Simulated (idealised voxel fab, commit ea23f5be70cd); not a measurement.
voxel transistor to metal: a process module
Cross-sectional view cut (width: 160 nm; square cell size: 5 nm).
In this document a cross-section is written as a grid of square cells. It is given as a series of bands, listed from the top down, and a band is one or more rows of cells. Basically the band line says how high the top is and how high the bottom is, in nm, and then what's in it from left to right, every material with its width in nm. Empty space shows up as "air", and if a single material carries "full width" it runs the full band edge to edge. It should be noted that heights are counted from 0, beneath which the wafer as supplied is of one material throughout, and that the lowest band possesses no lower boundary but continues downward, as written in "0..down". The expression "30->40" gives the width at the extremes of the band, the first number at its top row of cells and the second at its bottom row, with the width changing by equal amounts from each row to the next in between. Where a step carries "all unchanged", the cross-section came out of it unchanged, cell for cell. Closed empty spaces (no open way to the top) of 8 cells or more are what "Enclosed void catalog" lists, each as width x height at distance from the left edge, nm for all three. The remark found on a step's line after its settings is issued by the simulator itself and pertains to that step. Each step line may optionally specify "overlay nm", which for a step with a mask gives the rightward distance between the mask's planned place and where it lay, a negative value indicating the leftward direction.

The following list gives the planned process steps:
1,RECEIVE: material Si
2,OXIDIZE: depth nm 5
3,CONFORMAL_DEP: material SiN, thk nm 10
4,DIRECTIONAL_DEP: material aC, thk nm 10
5,PATTERN: tone cover, mask id ACTIVE, material resist, width nm 120, thk nm 25, overlay nm 0
6,DIRECTIONAL_ETCH: etch materials aC, depth nm 10
7,STRIP: etch materials resist
8,DIRECTIONAL_ETCH: etch materials SiN, depth nm 10
9,DIRECTIONAL_ETCH: etch materials SiO2, depth nm 5
10,DIRECTIONAL_ETCH: etch materials Si, depth nm 20
11,STRIP: etch materials aC
12,OXIDIZE: depth nm 5
13,FILL_DEP: material SiO2, thk nm 5
14,CMP: height nm 10
15,SELECTIVE_ETCH: etch materials SiO2, depth nm 5
16,STRIP: etch materials SiN
17,SELECTIVE_ETCH: etch materials SiO2, depth nm 5
18,OXIDIZE: depth nm 5
19,DIRECTIONAL_DEP: material polySi, thk nm 30
20,DIRECTIONAL_DEP: material SiCN, thk nm 10
21,PATTERN: tone cover, mask id GATE, material resist, width nm 20, thk nm 15, overlay nm 0
22,DIRECTIONAL_ETCH: etch materials SiCN, depth nm 20
23,DIRECTIONAL_ETCH: etch materials polySi, depth nm 40
24,STRIP: etch materials resist
25,CONFORMAL_DEP: material SiN, thk nm 10
26,DIRECTIONAL_ETCH: etch materials SiN, depth nm 10
27,DIRECTIONAL_ETCH: etch materials SiO2, depth nm 5
28,EPI: material nSi, thk nm 5
29,FILL_DEP: material SiO2, thk nm 5
30,CMP: height nm 35
31,DIRECTIONAL_DEP: material SiO2, thk nm 15
32,MASKED_ETCH: tone open, mask id CONTACT, width nm 35, pitch nm 65, etch materials SiO2, depth nm 55, overlay nm 0
33,CONFORMAL_DEP: material TiN, thk nm 5
34,FILL_DEP: material Ru, thk nm 10
35,CMP: height nm 50
36,CONFORMAL_DEP: material SiN, thk nm 5
37,DIRECTIONAL_DEP: material SiO2, thk nm 25
38,DIRECTIONAL_DEP: material aC, thk nm 15
39,PATTERN: tone open, mask id METAL_1, material resist, width nm 20, pitch nm 80, thk nm 30, overlay nm 0
40,DIRECTIONAL_ETCH: etch materials aC, depth nm 15
41,STRIP: etch materials resist
42,DIRECTIONAL_ETCH: etch materials SiO2, depth nm 25
43,DIRECTIONAL_ETCH: etch materials SiN, depth nm 5
44,STRIP: etch materials aC
45,CONFORMAL_DEP: material TiN, thk nm 5
46,FILL_DEP: material W, thk nm 5
47,CMP: height nm 80
48,CONFORMAL_DEP: material SiN, thk nm 5

Wafer cross-section on receipt, i.e. after step 1:
- 0..down = Si full width
- Enclosed void catalog: none

Sectioned view, first of two wafers, at the close of the module, processed as intended in the plan:
- 85..80 = SiN full width
- 80..55 = SiO2 30 nm; TiN 5 nm; W 10 nm; TiN 5 nm; SiO2 60 nm; TiN 5 nm; W 10 nm; TiN 5 nm; SiO2 30 nm
- 55..50 = SiN 30 nm; TiN 20 nm; SiN 60 nm; TiN 20 nm; SiN 30 nm
- 50..40 = SiO2 30 nm; TiN 5 nm; Ru 25 nm; TiN 5 nm; SiO2 30 nm; TiN 5 nm; Ru 25 nm; TiN 5 nm; SiO2 30 nm
- 40..35 = SiO2 30 nm; TiN 5 nm; Ru 20 nm; TiN 10 nm; SiO2 30 nm; TiN 10 nm; Ru 20 nm; TiN 5 nm; SiO2 30 nm
- 35..25 = SiO2 30 nm; TiN 5 nm; Ru 20 nm; TiN 5 nm; SiN 10 nm; SiCN 20 nm; SiN 10 nm; TiN 5 nm; Ru 20 nm; TiN 5 nm; SiO2 30 nm
- 25..0 = SiO2 30 nm; TiN 5 nm; Ru 20 nm; TiN 5 nm; SiN 10 nm; polySi 20 nm; SiN 10 nm; TiN 5 nm; Ru 20 nm; TiN 5 nm; SiO2 30 nm
- 0..-5 = SiO2 15 nm; SiN 10 nm; SiO2 5 nm; TiN 30 nm; SiN 10 nm; polySi 20 nm; SiN 10 nm; TiN 30 nm; SiO2 5 nm; SiN 10 nm; SiO2 15 nm
- -5..-10 = SiO2 25 nm; nSi 35 nm; SiO2 40 nm; nSi 35 nm; SiO2 25 nm
- -10..-30 = SiO2 25 nm; Si 110 nm; SiO2 25 nm
- -30..down = Si full width
- Enclosed void catalog: none

Cross-sectional view: second of two wafers, end of module; start and plan identical to the first, one mistake in running:
- 85..80 = SiN full width
- 80..55 = SiO2 30 nm; TiN 5 nm; W 10 nm; TiN 5 nm; SiO2 60 nm; TiN 5 nm; W 10 nm; TiN 5 nm; SiO2 30 nm
- 55..50 = SiN 30 nm; TiN 20 nm; SiN 60 nm; TiN 20 nm; SiN 30 nm
- 50..40 = SiO2 30 nm; TiN 5 nm; Ru 25 nm; TiN 5 nm; SiO2 30 nm; TiN 5 nm; Ru 25 nm; TiN 5 nm; SiO2 30 nm
- 40..35 = SiO2 30 nm; TiN 5 nm; Ru 20 nm; TiN 10 nm; SiO2 30 nm; TiN 10 nm; Ru 20 nm; TiN 5 nm; SiO2 30 nm
- 35..25 = SiO2 30 nm; TiN 5 nm; Ru 20 nm; TiN 5 nm; SiN 10 nm; SiCN 20 nm; SiN 10 nm; TiN 5 nm; Ru 20 nm; TiN 5 nm; SiO2 30 nm
- 25..0 = SiO2 30 nm; TiN 5 nm; Ru 20 nm; TiN 5 nm; SiN 10 nm; polySi 20 nm; SiN 10 nm; TiN 5 nm; Ru 20 nm; TiN 5 nm; SiO2 30 nm
- 0..-5 = SiO2 15 nm; SiN 10 nm; SiO2 5 nm; TiN 30 nm; SiN 10 nm; polySi 20 nm; SiN 10 nm; TiN 30 nm; SiO2 5 nm; SiN 10 nm; SiO2 15 nm
- -5..-10 = SiO2 30 nm; nSi 30 nm; SiO2 40 nm; nSi 30 nm; SiO2 30 nm
- -10..-40 = SiO2 35 nm; Si 90 nm; SiO2 35 nm
- -40..down = Si full width
- Enclosed void catalog: none
Here's what went sideways: step 12 did not happen as planned, as run it was OXIDIZE: depth nm 15
Heads up, by the end the second wafer has more or fewer cells of some materials compared to the first: Si -44 | SiO2 +46 | nSi -2
